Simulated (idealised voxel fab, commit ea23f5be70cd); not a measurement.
You're looking at the process module voxel wiring stack.
Section cut is 170 nm wide and gridded with 5 nm square cells.
How to read a cross-section here: the picture is a grid of square cells, written as bands going from the top down, and any band can span one or more rows of cells. For a band, the entry starts with two heights in nm, that of the top and then that of the bottom, and carries on with the band's materials in order from left to right, each alongside its width in nm; the word "full width" beside a single material means it fills the band edge to edge, and "empty" means empty space. Basically, 0 is our baseline, since under it the wafer straight out of the box is all one material. The bottom band has no lower end and keeps on going down, so it looks like "0 and below". Quick explanation for "30..40": the width changes in equal steps down the rows of cells, from the first number in the band's top row to the second number in its bottom row. You'll sometimes find "left unchanged" written for a step, and that's the way of saying that nowhere in the cross-section did a cell change during that step. Entry "Sealed internal voids". Content: empty spaces with no open connection to the top, size 8 cells or greater. Each: width x height at distance. Distance: from left edge. Unit: nm. Anything after a step's settings on that line? It's the simulator's own note about the step. overlay nm, on a step with a mask: how far to the right of its planned place the mask lay; to the left if negative.

# Listed below are the process steps as planned
1: RECEIVE [material Si]
2: CONFORMAL_DEP [material SiO2] [thk nm 10]
3: CONFORMAL_DEP [material SiN] [thk nm 5]
4: DIRECTIONAL_DEP [material lowk] [thk nm 15]
5: PATTERN [tone open] [mask id METAL_1] [material resist] [width nm 20] [pitch nm 35] [thk nm 20] [overlay nm 0]
6: DIRECTIONAL_ETCH [etch materials lowk] [depth nm 15]
7: DIRECTIONAL_ETCH [etch materials SiN] [depth nm 5]
8: STRIP [etch materials resist]
9: CONFORMAL_DEP [material TiN] [thk nm 5]
10: FILL_DEP [material Ru] [thk nm 10]
11: CMP [height nm 30]
12: EPI [material Ru] [thk nm 5]
13: FILL_DEP [material SiCN] [thk nm 5]
14: DIRECTIONAL_DEP [material SiO2] [thk nm 10]
15: DIRECTIONAL_DEP [material aC] [thk nm 15]
16: PATTERN [tone open] [mask id PLUG_1] [material resist] [width nm 15] [pitch nm 35] [thk nm 35] [overlay nm 0]
17: DIRECTIONAL_ETCH [etch materials aC] [depth nm 15]
18: STRIP [etch materials resist]
19: DIRECTIONAL_ETCH [etch materials SiO2] [depth nm 10]
20: DIRECTIONAL_ETCH [etch materials SiCN] [depth nm 5]
21: STRIP [etch materials aC]
22: EPI [material Ru] [thk nm 10]
23: EPI [material Ru] [thk nm 5]
24: CONFORMAL_DEP [material SiN] [thk nm 5]
25: DIRECTIONAL_DEP [material lowk] [thk nm 15]
26: MASKED_ETCH [tone open] [mask id METAL_2] [width nm 20] [pitch nm 35] [etch materials lowk] [depth nm 15] [overlay nm 0]
27: MASKED_ETCH [tone open] [mask id METAL_2] [width nm 20] [pitch nm 35] [etch materials SiN] [depth nm 5] [overlay nm 0]
28: CONFORMAL_DEP [material TiN] [thk nm 5]
29: FILL_DEP [material W] [thk nm 5]
30: CMP [height nm 70]
31: EPI [material Ru] [thk nm 5]
32: FILL_DEP [material SiCN] [thk nm 5]
33: DIRECTIONAL_DEP [material SiO2] [thk nm 30]
34: MASKED_ETCH [tone open] [mask id METAL_3] [width nm 20] [pitch nm 35] [etch materials SiO2] [depth nm 15] [overlay nm 0]
35: PATTERN [tone open] [mask id METAL_3_HOLES] [material resist] [width nm 15] [pitch nm 35] [thk nm 15] [overlay nm 0]
36: DIRECTIONAL_ETCH [etch materials SiO2] [depth nm 15]
37: DIRECTIONAL_ETCH [etch materials SiCN] [depth nm 5]
38: STRIP [etch materials resist]
39: CONFORMAL_DEP [material TiN] [thk nm 5]
40: FILL_DEP [material Ru] [thk nm 10]
41: CMP [height nm 110]
42: CONFORMAL_DEP [material SiN] [thk nm 5]

# Cross-section, incoming material, after step 1
    0 and below: Si full width
    Sealed internal voids: none

# This is how the wafer looks in cross-section once the module is done, given the starting state and plan above and one mistake in carrying the plan out
    115 down to 110: SiN full width
    110 down to 100: 30 nm Ru  5 nm TiN  5 nm SiO2  5 nm TiN  20 nm Ru  5 nm TiN  5 nm SiO2  5 nm TiN  20 nm Ru  5 nm TiN  5 nm SiO2  5 nm TiN  20 nm Ru  5 nm TiN  5 nm SiO2  5 nm TiN  20 nm Ru
    100 down to 95: 35 nm TiN  5 nm SiO2  30 nm TiN  5 nm SiO2  30 nm TiN  5 nm SiO2  30 nm TiN  5 nm SiO2  25 nm TiN
    95 down to 80: SiO2 full width
    80 down to 75: SiCN full width
    75 down to 70: 15 nm SiCN  30 nm Ru  5 nm SiCN  30 nm Ru  5 nm SiCN  30 nm Ru  5 nm SiCN  30 nm Ru  20 nm SiCN
    70 down to 55: 20 nm lowk  5 nm TiN  10 nm W  5 nm TiN  15 nm lowk  5 nm TiN  10 nm W  5 nm TiN  15 nm lowk  5 nm TiN  10 nm W  5 nm TiN  15 nm lowk  5 nm TiN  10 nm W  5 nm TiN  25 nm lowk
    55 down to 50: 20 nm SiN  20 nm TiN  15 nm SiN  20 nm TiN  15 nm SiN  20 nm TiN  15 nm SiN  20 nm TiN  25 nm SiN
    50 down to 40: 20 nm SiO2  15 nm Ru  20 nm SiO2  15 nm Ru  20 nm SiO2  15 nm Ru  20 nm SiO2  15 nm Ru  30 nm SiO2
    40 down to 30: 20..15 nm SiCN  15..30 nm Ru  20..5 nm SiCN  15..30 nm Ru  20..5 nm SiCN  15..30 nm Ru  20..5 nm SiCN  15..30 nm Ru  30..20 nm SiCN
    30 down to 15: 20 nm lowk  5 nm TiN  10 nm Ru  5 nm TiN  15 nm lowk  5 nm TiN  10 nm Ru  5 nm TiN  15 nm lowk  5 nm TiN  10 nm Ru  5 nm TiN  15 nm lowk  5 nm TiN  10 nm Ru  5 nm TiN  25 nm lowk
    15 down to 10: 20 nm SiN  20 nm TiN  15 nm SiN  20 nm TiN  15 nm SiN  20 nm TiN  15 nm SiN  20 nm TiN  25 nm SiN
    10 down to 0: SiO2 full width
    0 and below: Si full width
    Sealed internal voids: none
Misprocessing identified: step 34 was not run as planned; what actually ran was MASKED_ETCH [tone cover] [mask id METAL_3] [width nm 20] [pitch nm 35] [etch materials SiO2] [depth nm 15] [overlay nm 0]
